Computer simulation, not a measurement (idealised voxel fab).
process module | voxel capacitor over wiring
cross-section cut | 165 nm wide | cells 5 nm
A cross-section is a grid of square cells, given in bands from the top down. A band is one or more rows of cells.
Each band's line starts with the height of the band's top and of its bottom, in nm. Then come its materials from left to right, each with its width in nm. One material with "throughout" fills the band from edge to edge. "air" is empty space.
Height 0 is the level under which the wafer as received is all one material. The lowest band goes on downwards, as in "0 down".
A width such as "30 to 40" changes by the same amount from each row of cells to the next, from the band's top row to its bottom row.
"no change" after a step means that no cell of the cross-section changed.
closed voids: empty space of 8 cells or more with no open way to the top, each as width x height at its distance from the left edge, in nm
after a step's settings: what the simulator itself notes on the step
overlay nm, on a step with a mask: how far to the right of its planned place the mask lay; to the left if negative
plan
1 op RECEIVE | material Si
2 op CONFORMAL_DEP | material SiO2 | thk nm 15
3 op CONFORMAL_DEP | material SiN | thk nm 5
4 op DIRECTIONAL_DEP | material SiO2 | thk nm 25
5 op PATTERN | tone open | mask id METAL_1 | material resist | width nm 20 | pitch nm 75 | thk nm 20 | overlay nm 0
6 op DIRECTIONAL_ETCH | etch materials SiO2 | depth nm 25
7 op DIRECTIONAL_ETCH | etch materials SiN | depth nm 5
8 op STRIP | etch materials resist
9 op CONFORMAL_DEP | material TiN | thk nm 5
10 op FILL_DEP | material Ru | thk nm 5
11 op CMP | height nm 45
12 op EPI | material Ru | thk nm 5
13 op FILL_DEP | material SiCN | thk nm 5
14 op DIRECTIONAL_DEP | material SiO2 | thk nm 20
15 op MASKED_ETCH | tone open | mask id PLUG_1 | width nm 15 | etch materials SiO2 | depth nm 20 | overlay nm 0
16 op MASKED_ETCH | tone open | mask id PLUG_1 | width nm 15 | etch materials SiCN | depth nm 5 | overlay nm 0
17 op EPI | material Ru | thk nm 10
18 op EPI | material Ru | thk nm 10
19 op EPI | material Ru | thk nm 5
20 op DIRECTIONAL_DEP | material TiN | thk nm 5
21 op DIRECTIONAL_DEP | material SiN | thk nm 5
22 op DIRECTIONAL_DEP | material TiN | thk nm 5
23 op DIRECTIONAL_DEP | material aC | thk nm 15
24 op PATTERN | tone cover | mask id UPPER_PLATE | material resist | width nm 60 | thk nm 30 | overlay nm -15
25 op DIRECTIONAL_ETCH | etch materials aC | depth nm 15
26 op STRIP | etch materials resist
27 op DIRECTIONAL_ETCH | etch materials TiN | depth nm 5
28 op DIRECTIONAL_ETCH | etch materials SiN | depth nm 5
29 op STRIP | etch materials aC
30 op MASKED_ETCH | tone cover | mask id LOWER_PLATE | width nm 70 | etch materials TiN | depth nm 5 | overlay nm 0
31 op FILL_DEP | material SiO2 | thk nm 20
32 op CMP | height nm 105
33 op DIRECTIONAL_DEP | material aC | thk nm 15
34 op PATTERN | tone open | mask id PLUG_2 | material resist | width nm 15 | thk nm 35 | overlay nm 0
35 op DIRECTIONAL_ETCH | etch materials aC | depth nm 15
36 op STRIP | etch materials resist
37 op DIRECTIONAL_ETCH | etch materials SiO2 | depth nm 15
38 op STRIP | etch materials aC
39 op CONFORMAL_DEP | material TiN | thk nm 5
40 op FILL_DEP | material Ru | thk nm 5
41 op CMP | height nm 105
42 op CONFORMAL_DEP | material SiN | thk nm 5
varied across the wafers: overlay nm of step 24. The plan shows the first wafer's value. All wafers start alike
first wafer as received, after step 1
  0 down: Si throughout
  closed voids: none
each wafer at the end: cells of each material gained (+) or lost (-) since it was received, then its closed voids
overlay nm -15 | +49 Ru | +51 SiCN | +70 SiN | +495 SiO2 | +61 TiN | closed voids: none
overlay nm -10 | +49 Ru | +51 SiCN | +70 SiN | +495 SiO2 | +61 TiN | closed voids: none
overlay nm -5 | +49 Ru | +51 SiCN | +70 SiN | +495 SiO2 | +61 TiN | closed voids: none
overlay nm 0 | +49 Ru | +51 SiCN | +70 SiN | +495 SiO2 | +61 TiN | closed voids: none
overlay nm 5 | +49 Ru | +51 SiCN | +70 SiN | +495 SiO2 | +61 TiN | closed voids: none
overlay nm 10 | +49 Ru | +51 SiCN | +70 SiN | +495 SiO2 | +61 TiN | closed voids: none
overlay nm 15 | +49 Ru | +51 SiCN | +70 SiN | +495 SiO2 | +61 TiN | closed voids: none
